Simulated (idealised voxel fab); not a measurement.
process module | voxel plated lines
cross-section cut | 255 nm wide | cells 5 nm
A cross-section is a grid of square cells, given in bands from the top down. A band is one or more rows of cells.
Each band's line starts with the height of the band's top and of its bottom, in nm. Then come its materials from left to right, each with its width in nm. One material with "throughout" fills the band from edge to edge. "air" is empty space.
Height 0 is the level under which the wafer as received is all one material. The lowest band goes on downwards, as in "0 down".
A width such as "30 to 40" changes by the same amount from each row of cells to the next, from the band's top row to its bottom row.
"no change" after a step means that no cell of the cross-section changed.
closed voids: empty space of 8 cells or more with no open way to the top, each as width x height at its distance from the left edge, in nm
after a step's settings: what the simulator itself notes on the step
overlay nm, on a step with a mask: how far to the right of its planned place the mask lay; to the left if negative
plan
1 op RECEIVE | material Si
2 op CONFORMAL_DEP | material Al2O3 | thk nm 15
3 op DIRECTIONAL_DEP | material TiN | thk nm 5
4 op PATTERN | tone open | mask id LINES | material resist | width nm 15 | pitch nm 40 | thk nm 30 | overlay nm 0
5 op EPI | material Ru | thk nm 10
6 op EPI | material Ru | thk nm 5
7 op STRIP | etch materials resist
8 op DIRECTIONAL_ETCH | etch materials TiN | depth nm 5
9 op CONFORMAL_DEP | material SiO2 | thk nm 5
as received, after step 1
  0 down: Si throughout
  closed voids: none
a wafer at the end: this start, this plan, one mistake
  40 to 35: air 90 | SiO2 35 | air 5 | SiO2 35 | air 90
  35 to 30: air 90 | SiO2 5 | Ru 25 | SiO2 5 | air 5 | SiO2 5 | Ru 25 | SiO2 5 | air 90
  30 to 25: SiO2 95 | Ru 25 | SiO2 15 | Ru 25 | SiO2 95
  25 to 20: Ru throughout
  20 to 15: TiN throughout
  15 to 0: Al2O3 throughout
  0 down: Si throughout
  closed voids: none
what went wrong: steps 6 and 7 were swapped
